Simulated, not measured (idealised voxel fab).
A process module follows: voxel self aligned vias.
Each square cell in cross-section cut measures 5 nm, and the section as a whole is 240 nm wide.
Think of the cross-section as a grid of square cells. We describe it in bands, top to bottom, and each band covers one or more rows of those cells.
In this notation a band is specified by the heights of its top and bottom, in that order and in nm, after which its materials appear from left to right, each paired with its width in nm. The word "all across" attached to a single material means that material fills the band from edge to edge; the word "blank" stands for empty space.
Heights are measured from 0, the level below which the as-received wafer is all one material; the lowest band has no bottom and continues downward, written as in "0 down".
Width: "30->40" (first number = top row, second number = bottom row, same change from row to row of cells).
"nothing got changed" means the step left every cell of the cross-section as it was.
Enclosed voids (no open way to top), threshold 8 cells or more, entry "Closed cavity list", notation width x height at distance, distance from left edge, nm.
Note: text after step settings on the step line = simulator remark on that step.
Each step line may optionally specify "overlay nm", which for a step with a mask gives the rightward distance between the mask's planned place and where it lay, a negative value indicating the leftward direction.
So here's the lineup of process steps we planned
1: RECEIVE: material Si
2: CONFORMAL_DEP: material SiO2, thk nm 10
3: CONFORMAL_DEP: material SiCN, thk nm 5
4: DIRECTIONAL_DEP: material SiO2, thk nm 20
5: PATTERN: tone open, mask id LINES, material resist, width nm 25, pitch nm 60, thk nm 20, overlay nm 0
6: DIRECTIONAL_ETCH: etch materials SiO2, depth nm 20
7: STRIP: etch materials resist
8: CONFORMAL_DEP: material TiN, thk nm 5
9: FILL_DEP: material W, thk nm 10
10: CMP: height nm 35
11: SELECTIVE_ETCH: etch materials W Ru TiN, depth nm 10
12: FILL_DEP: material SiN, thk nm 10
13: CMP: height nm 35
14: DIRECTIONAL_DEP: material SiO2, thk nm 20
15: DIRECTIONAL_DEP: material aC, thk nm 15
16: PATTERN: tone open, mask id VIAS, material resist, width nm 35, thk nm 35, overlay nm 0
17: DIRECTIONAL_ETCH: etch materials aC, depth nm 15
18: STRIP: etch materials resist
19: DIRECTIONAL_ETCH: etch materials SiO2, depth nm 20
20: DIRECTIONAL_ETCH: etch materials SiN, depth nm 10
21: STRIP: etch materials aC
22: CONFORMAL_DEP: material TiN, thk nm 5
23: FILL_DEP: material Ru, thk nm 10
24: CMP: height nm 55
25: CONFORMAL_DEP: material SiN, thk nm 5
The cross-section here shows the wafer as received, i.e. in its state after step 1
- 0 down  Si all across
- Closed cavity list: none
As-planned run: cross-section of the first of two wafers at end of module
- 60 to 55  SiN all across
- 55 to 40  SiO2 (70); TiN (5); Ru (25); TiN (5); SiO2 (135)
- 40 to 35  SiO2 (70); TiN (10); Ru (15); TiN (10); SiO2 (135)
- 35 to 30  SiO2 (75); TiN (5); Ru (15); TiN (5); SiO2 (35); SiN (25); SiO2 (80)
- 30 to 25  SiO2 (75); TiN (25); SiO2 (35); SiN (25); SiO2 (80)
- 25 to 20  SiO2 (75); TiN (5); W (15); TiN (5); SiO2 (35); TiN (5); W (15); TiN (5); SiO2 (80)
- 20 to 15  SiO2 (75); TiN (25); SiO2 (35); TiN (25); SiO2 (80)
- 15 to 10  SiCN all across
- 10 to 0  SiO2 all across
- 0 down  Si all across
- Closed cavity list: none
Here is the second of the two wafers cut open at the end of the module - same start, same plan as the first one, but we made one mistake running it
- 60 to 55  SiN all across
- 55 to 40  SiO2 (70); TiN (5); Ru (25); TiN (5); SiO2 (135)
- 40 to 35  SiO2 (70); TiN (10); Ru (15); TiN (10); SiO2 (135)
- 35 to 30  SiO2 (75); TiN (5); Ru (15); TiN (5); SiO2 (35); SiN (25); SiO2 (80)
- 30 to 25  SiO2 (75); TiN (25); SiO2 (35); SiN (25); SiO2 (80)
- 25 to 20  SiO2 (75); TiN (5); W (15); TiN (5); SiO2 (35); TiN (5); W (15); TiN (5); SiO2 (80)
- 20 to 15  SiO2 (75); TiN (25); SiO2 (35); TiN (25); SiO2 (80)
- 15 to 5  SiO2 all across
- 5 to 0  SiCN all across
- 0 down  Si all across
- Closed cavity list: none
Deviation from plan: a sequencing error occurred in which plan steps 2 and 3 were transposed
The concluding comparison shows that, measured in cells, each material is equally abundant on both wafers, albeit at different positions.
